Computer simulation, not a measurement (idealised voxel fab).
process module | voxel transistor to metal
cross-section cut | 280 nm wide | cells 5 nm
A cross-section is a grid of square cells, given in bands from the top down. A band is one or more rows of cells.
Each band's line starts with the height of the band's top and of its bottom, in nm. Then come its materials from left to right, each with its width in nm. One material with "throughout" fills the band from edge to edge. "air" is empty space.
Height 0 is the level under which the wafer as received is all one material. The lowest band goes on downwards, as in "0 down".
A width such as "30 to 40" changes by the same amount from each row of cells to the next, from the band's top row to its bottom row.
"no change" after a step means that no cell of the cross-section changed.
closed voids: empty space of 8 cells or more with no open way to the top, each as width x height at its distance from the left edge, in nm
after a step's settings: what the simulator itself notes on the step
overlay nm, on a step with a mask: how far to the right of its planned place the mask lay; to the left if negative
plan
1 op RECEIVE | material Si
2 op CONFORMAL_DEP | material SiO2 | thk nm 5
3 op CONFORMAL_DEP | material SiN | thk nm 15
4 op DIRECTIONAL_DEP | material aC | thk nm 10
5 op PATTERN | tone cover | mask id ACTIVE | material resist | width nm 110 | pitch nm 130 | thk nm 25 | overlay nm 0
6 op DIRECTIONAL_ETCH | etch materials aC | depth nm 10
7 op STRIP | etch materials resist
8 op DIRECTIONAL_ETCH | etch materials SiN | depth nm 15
9 op DIRECTIONAL_ETCH | etch materials SiO2 | depth nm 5
10 op DIRECTIONAL_ETCH | etch materials Si | depth nm 20
11 op STRIP | etch materials aC
12 op FILL_DEP | material SiO2 | thk nm 10
13 op CMP | height nm 20
14 op SELECTIVE_ETCH | etch materials SiO2 | depth nm 15
15 op STRIP | etch materials SiN
16 op SELECTIVE_ETCH | etch materials SiO2 | depth nm 5
17 op OXIDIZE | depth nm 5
18 op DIRECTIONAL_DEP | material polySi | thk nm 25
19 op DIRECTIONAL_DEP | material SiCN | thk nm 10
20 op MASKED_ETCH | tone cover | mask id GATE | width nm 20 | pitch nm 130 | etch materials SiCN | depth nm 20 | overlay nm 0
21 op MASKED_ETCH | tone cover | mask id GATE | width nm 20 | pitch nm 130 | etch materials polySi | depth nm 35 | overlay nm 0
22 op CONFORMAL_DEP | material SiN | thk nm 5
23 op DIRECTIONAL_ETCH | etch materials SiN | depth nm 5
24 op DIRECTIONAL_ETCH | etch materials SiO2 | depth nm 5
25 op DIRECTIONAL_ETCH | etch materials Si | depth nm 10
26 op EPI | material SiGe | thk nm 10
27 op FILL_DEP | material SiO2 | thk nm 10
28 op CMP | height nm 35
29 op DIRECTIONAL_DEP | material SiO2 | thk nm 10
30 op MASKED_ETCH | tone open | mask id CONTACT | width nm 20 | etch materials SiO2 | depth nm 50 | overlay nm 0
31 op CONFORMAL_DEP | material TiN | thk nm 5
32 op FILL_DEP | material Ru | thk nm 10
33 op CMP | height nm 45
34 op CONFORMAL_DEP | material SiCN | thk nm 5
35 op DIRECTIONAL_DEP | material SiO2 | thk nm 20
36 op MASKED_ETCH | tone open | mask id METAL_1 | width nm 20 | etch materials SiO2 | depth nm 20 | overlay nm 0
37 op MASKED_ETCH | tone open | mask id METAL_1 | width nm 20 | etch materials SiCN | depth nm 5 | overlay nm 0
38 op CONFORMAL_DEP | material TiN | thk nm 5
39 op FILL_DEP | material W | thk nm 5
40 op CMP | height nm 70
41 op EPI | material Ru | thk nm 5
42 op FILL_DEP | material SiCN | thk nm 5
43 op DIRECTIONAL_DEP | material lowk | thk nm 25
44 op PATTERN | tone open | mask id METAL_2 | material resist | width nm 20 | pitch nm 130 | thk nm 15 | overlay nm 0
45 op DIRECTIONAL_ETCH | etch materials lowk | depth nm 15
46 op STRIP | etch materials resist
47 op PATTERN | tone open | mask id METAL_2_HOLES | material resist | width nm 15 | pitch nm 130 | thk nm 15 | overlay nm 0
48 op DIRECTIONAL_ETCH | etch materials lowk | depth nm 10
49 op DIRECTIONAL_ETCH | etch materials SiCN | depth nm 5
50 op STRIP | etch materials resist
51 op CONFORMAL_DEP | material TiN | thk nm 5
52 op FILL_DEP | material Cu | thk nm 5
53 op CMP | height nm 105
54 op CONFORMAL_DEP | material SiCN | thk nm 5
varied across the wafers: thk nm of step 34. The plan shows the first wafer's value. All wafers start alike
first wafer as received, after step 1
  0 down: Si throughout
  closed voids: none
first wafer at the end, after step 54
  110 to 105: SiCN throughout
  105 to 95: lowk 25 | TiN 5 | Cu 10 | TiN 5 | lowk 110 | TiN 5 | Cu 10 | TiN 5 | lowk 105
  95 to 90: lowk 25 | TiN 5 | Cu 5 | TiN 10 | lowk 110 | TiN 5 | Cu 5 | TiN 10 | lowk 105
  90 to 80: lowk 25 | TiN 5 | Cu 5 | TiN 5 | lowk 115 | TiN 5 | Cu 5 | TiN 5 | lowk 110
  80 to 75: SiCN 25 | TiN 15 | SiCN 115 | TiN 15 | SiCN 110
  75 to 70: SiCN 20 | Ru 30 | SiCN 50 | Ru 30 | SiCN 20 | Ru 30 | SiCN 50 | Ru 30 | SiCN 20
  70 to 50: SiO2 25 | TiN 5 | W 10 | TiN 5 | SiO2 60 | TiN 5 | W 10 | TiN 5 | SiO2 30 | TiN 5 | W 10 | TiN 5 | SiO2 60 | TiN 5 | W 10 | TiN 5 | SiO2 25
  50 to 45: SiCN 25 | TiN 20 | SiCN 60 | TiN 20 | SiCN 30 | TiN 20 | SiCN 60 | TiN 20 | SiCN 25
  45 to 35: SiO2 25 | TiN 5 | Ru 10 | TiN 5 | SiO2 60 | TiN 5 | Ru 10 | TiN 5 | SiO2 30 | TiN 5 | Ru 10 | TiN 5 | SiO2 60 | TiN 5 | Ru 10 | TiN 5 | SiO2 25
  35 to 25: SiO2 25 | TiN 5 | Ru 10 | TiN 5 | SiO2 15 | SiN 5 | SiCN 20 | SiN 5 | SiO2 15 | TiN 5 | Ru 10 | TiN 5 | SiO2 30 | TiN 5 | Ru 10 | TiN 5 | SiO2 15 | SiN 5 | SiCN 20 | SiN 5 | SiO2 15 | TiN 5 | Ru 10 | TiN 5 | SiO2 25
  25 to 5: SiO2 25 | TiN 5 | Ru 10 | TiN 5 | SiO2 15 | SiN 5 | polySi 20 | SiN 5 | SiO2 15 | TiN 5 | Ru 10 | TiN 5 | SiO2 30 | TiN 5 | Ru 10 | TiN 5 | SiO2 15 | SiN 5 | polySi 20 | SiN 5 | SiO2 15 | TiN 5 | Ru 10 | TiN 5 | SiO2 25
  5 to 0: SiO2 25 | TiN 5 | Ru 10 | TiN 5 | SiO2 5 | SiGe 10 | SiN 5 | polySi 20 | SiN 5 | SiGe 10 | SiO2 5 | TiN 5 | Ru 10 | TiN 5 | SiO2 30 | TiN 5 | Ru 10 | TiN 5 | SiO2 5 | SiGe 10 | SiN 5 | polySi 20 | SiN 5 | SiGe 10 | SiO2 5 | TiN 5 | Ru 10 | TiN 5 | SiO2 25
  0 to -5: SiO2 25 | TiN 20 | SiO2 5 | SiGe 10 | SiO2 30 | SiGe 10 | SiO2 5 | TiN 20 | SiO2 30 | TiN 20 | SiO2 5 | SiGe 10 | SiO2 30 | SiGe 10 | SiO2 5 | TiN 20 | SiO2 25
  -5 to -15: SiO2 20 | SiGe 40 | Si 30 | SiGe 40 | SiO2 20 | SiGe 40 | Si 30 | SiGe 40 | SiO2 20
  -15 to -20: SiO2 20 | Si 110 | SiO2 20 | Si 110 | SiO2 20
  -20 down: Si throughout
  closed voids: none
last wafer at the end
  110 to 105: SiCN throughout
  105 to 95: lowk 25 | TiN 5 | Cu 10 | TiN 5 | lowk 110 | TiN 5 | Cu 10 | TiN 5 | lowk 105
  95 to 90: lowk 25 | TiN 5 | Cu 5 | TiN 10 | lowk 110 | TiN 5 | Cu 5 | TiN 10 | lowk 105
  90 to 80: lowk 25 | TiN 5 | Cu 5 | TiN 5 | lowk 115 | TiN 5 | Cu 5 | TiN 5 | lowk 110
  80 to 75: SiCN 25 | TiN 15 | SiCN 115 | TiN 15 | SiCN 110
  75 to 70: SiCN 20 | Ru 30 | SiCN 50 | Ru 30 | SiCN 20 | Ru 30 | SiCN 50 | Ru 30 | SiCN 20
  70 to 65: SiO2 25 | TiN 5 | W 10 | TiN 5 | SiO2 60 | TiN 5 | W 10 | TiN 5 | SiO2 30 | TiN 5 | W 10 | TiN 5 | SiO2 60 | TiN 5 | W 10 | TiN 5 | SiO2 25
  65 to 60: SiCN 25 | TiN 20 | SiCN 60 | TiN 20 | SiCN 30 | TiN 20 | SiCN 60 | TiN 20 | SiCN 25
  60 to 45: SiCN throughout
  45 to 35: SiO2 25 | TiN 5 | Ru 10 | TiN 5 | SiO2 60 | TiN 5 | Ru 10 | TiN 5 | SiO2 30 | TiN 5 | Ru 10 | TiN 5 | SiO2 60 | TiN 5 | Ru 10 | TiN 5 | SiO2 25
  35 to 25: SiO2 25 | TiN 5 | Ru 10 | TiN 5 | SiO2 15 | SiN 5 | SiCN 20 | SiN 5 | SiO2 15 | TiN 5 | Ru 10 | TiN 5 | SiO2 30 | TiN 5 | Ru 10 | TiN 5 | SiO2 15 | SiN 5 | SiCN 20 | SiN 5 | SiO2 15 | TiN 5 | Ru 10 | TiN 5 | SiO2 25
  25 to 5: SiO2 25 | TiN 5 | Ru 10 | TiN 5 | SiO2 15 | SiN 5 | polySi 20 | SiN 5 | SiO2 15 | TiN 5 | Ru 10 | TiN 5 | SiO2 30 | TiN 5 | Ru 10 | TiN 5 | SiO2 15 | SiN 5 | polySi 20 | SiN 5 | SiO2 15 | TiN 5 | Ru 10 | TiN 5 | SiO2 25
  5 to 0: SiO2 25 | TiN 5 | Ru 10 | TiN 5 | SiO2 5 | SiGe 10 | SiN 5 | polySi 20 | SiN 5 | SiGe 10 | SiO2 5 | TiN 5 | Ru 10 | TiN 5 | SiO2 30 | TiN 5 | Ru 10 | TiN 5 | SiO2 5 | SiGe 10 | SiN 5 | polySi 20 | SiN 5 | SiGe 10 | SiO2 5 | TiN 5 | Ru 10 | TiN 5 | SiO2 25
  0 to -5: SiO2 25 | TiN 20 | SiO2 5 | SiGe 10 | SiO2 30 | SiGe 10 | SiO2 5 | TiN 20 | SiO2 30 | TiN 20 | SiO2 5 | SiGe 10 | SiO2 30 | SiGe 10 | SiO2 5 | TiN 20 | SiO2 25
  -5 to -15: SiO2 20 | SiGe 40 | Si 30 | SiGe 40 | SiO2 20 | SiGe 40 | Si 30 | SiGe 40 | SiO2 20
  -15 to -20: SiO2 20 | Si 110 | SiO2 20 | Si 110 | SiO2 20
  -20 down: Si throughout
  closed voids: none
each wafer at the end: cells of each material gained (+) or lost (-) since it was received, then its closed voids
thk nm 5 | +14 Cu | +96 Ru | -156 Si | +194 SiCN | +80 SiGe | +28 SiN | +496 SiO2 | +164 TiN | +32 W | +244 lowk | +40 polySi | closed voids: none
thk nm 10 | +14 Cu | +96 Ru | -156 Si | +250 SiCN | +80 SiGe | +28 SiN | +456 SiO2 | +156 TiN | +24 W | +244 lowk | +40 polySi | closed voids: none
thk nm 15 | +14 Cu | +96 Ru | -156 Si | +306 SiCN | +80 SiGe | +28 SiN | +416 SiO2 | +148 TiN | +16 W | +244 lowk | +40 polySi | closed voids: none
thk nm 20 | +14 Cu | +96 Ru | -156 Si | +362 SiCN | +80 SiGe | +28 SiN | +376 SiO2 | +140 TiN | +8 W | +244 lowk | +40 polySi | closed voids: none
